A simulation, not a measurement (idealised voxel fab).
Process module name: voxel capacitor over wiring
Cross-sectional view cut (width: 300 nm; square cell size: 5 nm).
Each cross-section below is a grid of square cells, stated as bands in top-down order, with one or more rows of cells making up each band.
Band entry format. Leading values: height of top, height of bottom, nm. Remainder: materials in left-to-right order, each with its width in nm. Special words: "edge to edge" on a single material, which then fills the band edge to edge; "empty", empty space.
A quick word on heights: they are counted from 0, and under that level the wafer as it came to us is one material throughout. The lowest band is different from the rest in having no bottom; it simply continues downward, written as in "0 nm and below".
Think of "30->40" as a width that walks from the first number to the second as you go down the band, top row to bottom row, taking equal-sized steps from row to row.
"stayed the same" -> step changed no cross-section cell.
Heads up: "Sealed internal voids" only lists the empty pockets with no open path to the top that are 8 cells or more, and it writes them as width x height at distance, distance from the left edge, in nm.
It should be noted that, on the line of a given step, the content following the step's settings is a remark produced by the simulator itself with respect to that step.
On any step carrying a mask, the "overlay nm" setting, if present on the step's line, tells how far right of its planned place the mask lay; negative values point to the left.
Planned step list for the process
- 1: RECEIVE,material Si
- 2: CONFORMAL_DEP,material SiO2,thk nm 10
- 3: DIRECTIONAL_DEP,material TiN,thk nm 5
- 4: DIRECTIONAL_DEP,material W,thk nm 20
- 5: DIRECTIONAL_DEP,material aC,thk nm 10
- 6: PATTERN,tone cover,mask id METAL_1,material resist,width nm 20,pitch nm 85,thk nm 30,overlay nm 0
- 7: DIRECTIONAL_ETCH,etch materials aC,depth nm 10
- 8: STRIP,etch materials resist
- 9: DIRECTIONAL_ETCH,etch materials W,depth nm 10
- 10: DIRECTIONAL_ETCH,etch materials TiN,depth nm 5
- 11: STRIP,etch materials aC
- 12: CONFORMAL_DEP,material SiN,thk nm 5
- 13: FILL_DEP,material lowk,thk nm 10
- 14: CMP,height nm 35
- 15: CONFORMAL_DEP,material SiCN,thk nm 5
- 16: DIRECTIONAL_DEP,material SiO2,thk nm 20
- 17: MASKED_ETCH,tone open,mask id PLUG_1,width nm 15,etch materials SiO2,depth nm 20,overlay nm 0
- 18: MASKED_ETCH,tone open,mask id PLUG_1,width nm 15,etch materials SiCN,depth nm 5,overlay nm 0
- 19: CONFORMAL_DEP,material TiN,thk nm 5
- 20: FILL_DEP,material Cu,thk nm 5
- 21: CMP,height nm 60
- 22: DIRECTIONAL_DEP,material TiN,thk nm 5
- 23: DIRECTIONAL_DEP,material Al2O3,thk nm 5
- 24: DIRECTIONAL_DEP,material TiN,thk nm 10
- 25: DIRECTIONAL_DEP,material aC,thk nm 15
- 26: PATTERN,tone cover,mask id UPPER_PLATE,material resist,width nm 70,thk nm 35,overlay nm 0
- 27: DIRECTIONAL_ETCH,etch materials aC,depth nm 15
- 28: STRIP,etch materials resist
- 29: DIRECTIONAL_ETCH,etch materials TiN,depth nm 10
- 30: DIRECTIONAL_ETCH,etch materials Al2O3,depth nm 5
- 31: STRIP,etch materials aC
- 32: DIRECTIONAL_DEP,material aC,thk nm 10
- 33: PATTERN,tone cover,mask id LOWER_PLATE,material resist,width nm 80,thk nm 30,overlay nm 0
- 34: DIRECTIONAL_ETCH,etch materials aC,depth nm 10
- 35: STRIP,etch materials resist
- 36: DIRECTIONAL_ETCH,etch materials TiN,depth nm 5
- 37: STRIP,etch materials aC
- 38: FILL_DEP,material SiO2,thk nm 15
- 39: CMP,height nm 90
- 40: PATTERN,tone open,mask id PLUG_2,material resist,width nm 15,thk nm 20,overlay nm 0
- 41: DIRECTIONAL_ETCH,etch materials SiO2,depth nm 10
- 42: STRIP,etch materials resist
- 43: CONFORMAL_DEP,material TiN,thk nm 5
- 44: FILL_DEP,material Ru,thk nm 5
- 45: CMP,height nm 90
- 46: CONFORMAL_DEP,material SiN,thk nm 5
Wafers differ in depth nm at step 9; plan lists the first wafer's value; identical starting state.
Incoming state of the first of several wafers in cross-section: after step 1
> 0 nm and below  Si edge to edge
> Sealed internal voids: none
Below is a per-wafer table. In it, each row describes the wafer at the end of the module by giving, for each material, the number of cells gained (+) or lost (-) since the wafer was received, and after that the closed voids of the wafer
depth nm 10 | +14 Al2O3 | +4 Cu | +1 Ru | +57 SiCN | +116 SiN | +644 SiO2 | +120 TiN | +136 W | +48 lowk | Sealed internal voids: none
depth nm 15 | +14 Al2O3 | +4 Cu | +1 Ru | +57 SiCN | +120 SiN | +644 SiO2 | +120 TiN | +84 W | +96 lowk | Sealed internal voids: none
depth nm 20 | +14 Al2O3 | +4 Cu | +1 Ru | +57 SiCN | +128 SiN | +644 SiO2 | +68 TiN | +32 W | +192 lowk | Sealed internal voids: none
depth nm 25 | +14 Al2O3 | +4 Cu | +1 Ru | +57 SiCN | +128 SiN | +644 SiO2 | +68 TiN | +32 W | +192 lowk | Sealed internal voids: none
depth nm 30 | +14 Al2O3 | +4 Cu | +1 Ru | +57 SiCN | +128 SiN | +644 SiO2 | +68 TiN | +32 W | +192 lowk | Sealed internal voids: none
depth nm 35 | +14 Al2O3 | +4 Cu | +1 Ru | +57 SiCN | +128 SiN | +644 SiO2 | +68 TiN | +32 W | +192 lowk | Sealed internal voids: none
